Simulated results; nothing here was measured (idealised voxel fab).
Presented below is a process module, voxel transistor to metal.
Section cut is 140 nm wide and gridded with 5 nm square cells.
The cross-sections in this document take the form of a grid made of square cells. They are written out as bands, in order from top to bottom. Each band consists of one or more rows of cells.
Band entry format. Leading values: height of top, height of bottom, nm. Remainder: materials in left-to-right order, each with its width in nm. Special words: "all across" on a single material, which then fills the band edge to edge; "empty", empty space.
The level at which height equals 0 is the one under which the wafer, as it arrives, is entirely one material. No lower edge exists for the bottom band, which continues downward and is notated as in "0..down".
The expression "30->40" gives the width at the extremes of the band, the first number at its top row of cells and the second at its bottom row, with the width changing by equal amounts from each row to the next in between.
For the purposes of this document, the phrase "no change occurred" attached to a step denotes that no cell within the cross-section was modified by that step.
"Closed cavities" contains a list of empty spaces, each no smaller than 8 cells and without an open way to the top, written in the form width x height at distance with the distance from the left edge and all three in nm.
Formally, on a step line, whatever follows the settings is a remark that the simulator itself makes on the step.
A step's line can hold "overlay nm"; with a mask on that step, the setting says how far right of the planned place the mask lay, while a negative setting says it lay to the left.
# The process steps that were planned are listed below
- 1: RECEIVE | material Si
- 2: OXIDIZE | depth nm 5
- 3: CONFORMAL_DEP | material SiN | thk nm 15
- 4: DIRECTIONAL_DEP | material aC | thk nm 15
- 5: PATTERN | tone cover | mask id ACTIVE | material resist | width nm 105 | thk nm 30 | overlay nm 0
- 6: DIRECTIONAL_ETCH | etch materials aC | depth nm 15
- 7: STRIP | etch materials resist
- 8: DIRECTIONAL_ETCH | etch materials SiN | depth nm 15
- 9: DIRECTIONAL_ETCH | etch materials SiO2 | depth nm 5
- 10: DIRECTIONAL_ETCH | etch materials Si | depth nm 20
- 11: STRIP | etch materials aC
- 12: OXIDIZE | depth nm 5
- 13: FILL_DEP | material SiO2 | thk nm 5
- 14: CMP | height nm 15
- 15: SELECTIVE_ETCH | etch materials SiO2 | depth nm 10
- 16: STRIP | etch materials SiN
- 17: SELECTIVE_ETCH | etch materials SiO2 | depth nm 5
- 18: OXIDIZE | depth nm 5
- 19: DIRECTIONAL_DEP | material polySi | thk nm 30
- 20: DIRECTIONAL_DEP | material SiCN | thk nm 15
- 21: PATTERN | tone cover | mask id GATE | material resist | width nm 25 | thk nm 20 | overlay nm 0
- 22: DIRECTIONAL_ETCH | etch materials SiCN | depth nm 25
- 23: DIRECTIONAL_ETCH | etch materials polySi | depth nm 40
- 24: STRIP | etch materials resist
- 25: CONFORMAL_DEP | material SiN | thk nm 5
- 26: DIRECTIONAL_ETCH | etch materials SiN | depth nm 5
- 27: DIRECTIONAL_ETCH | etch materials SiO2 | depth nm 5
- 28: DIRECTIONAL_ETCH | etch materials Si | depth nm 15
- 29: EPI | material nSi | thk nm 15
- 30: FILL_DEP | material SiO2 | thk nm 5
- 31: CMP | height nm 40
- 32: DIRECTIONAL_DEP | material SiO2 | thk nm 10
- 33: MASKED_ETCH | tone open | mask id CONTACT | width nm 20 | pitch nm 75 | etch materials SiO2 | depth nm 60 | overlay nm 0
- 34: CONFORMAL_DEP | material TiN | thk nm 5
- 35: FILL_DEP | material Ru | thk nm 5
- 36: CMP | height nm 50
- 37: DIRECTIONAL_DEP | material TiN | thk nm 5
- 38: DIRECTIONAL_DEP | material Ru | thk nm 20
- 39: DIRECTIONAL_DEP | material aC | thk nm 15
- 40: PATTERN | tone cover | mask id METAL_1 | material resist | width nm 20 | pitch nm 75 | thk nm 35 | overlay nm 0
- 41: DIRECTIONAL_ETCH | etch materials aC | depth nm 15
- 42: STRIP | etch materials resist
- 43: DIRECTIONAL_ETCH | etch materials Ru | depth nm 20
- 44: DIRECTIONAL_ETCH | etch materials TiN | depth nm 5
- 45: STRIP | etch materials aC
- 46: CONFORMAL_DEP | material SiCN | thk nm 5
- 47: FILL_DEP | material lowk | thk nm 10
- 48: CMP | height nm 75
- 49: CONFORMAL_DEP | material SiN | thk nm 5
# As received (post step 1): cross-section
* 0..down  Si all across
* Closed cavities: none
# Module complete, cross-section. Starting point and plan per above. One mistake made in running the module
* 80..75  SiN all across
* 75..55  15 nm lowk / 5 nm SiCN / 20 nm Ru / 5 nm SiCN / 45 nm lowk / 5 nm SiCN / 20 nm Ru / 5 nm SiCN / 20 nm lowk
* 55..50  20 nm SiCN / 20 nm TiN / 55 nm SiCN / 20 nm TiN / 25 nm SiCN
* 50..40  20 nm SiO2 / 5 nm TiN / 10 nm Ru / 5 nm TiN / 55 nm SiO2 / 5 nm TiN / 10 nm Ru / 5 nm TiN / 25 nm SiO2
* 40..30  20 nm SiO2 / 5 nm TiN / 10 nm Ru / 5 nm TiN / 10 nm SiO2 / 5 nm SiN / 25 nm SiCN / 5 nm SiN / 10 nm SiO2 / 5 nm TiN / 10 nm Ru / 5 nm TiN / 25 nm SiO2
* 30..25  15 nm SiN / 5 nm SiO2 / 20 nm TiN / 10 nm SiO2 / 5 nm SiN / 25 nm SiCN / 5 nm SiN / 10 nm SiO2 / 20 nm TiN / 5 nm SiO2 / 20 nm SiN
* 25..0  SiN all across
* 0..-5  10 nm SiO2 / 115 nm SiN / 15 nm SiO2
* -5..-10  SiO2 all across
* -10..-30  20 nm SiO2 / 95 nm Si / 25 nm SiO2
* -30..down  Si all across
* Closed cavities: none
Nonconformance to the process plan: not per plan at step 19, really ran DIRECTIONAL_DEP | material SiN | thk nm 30
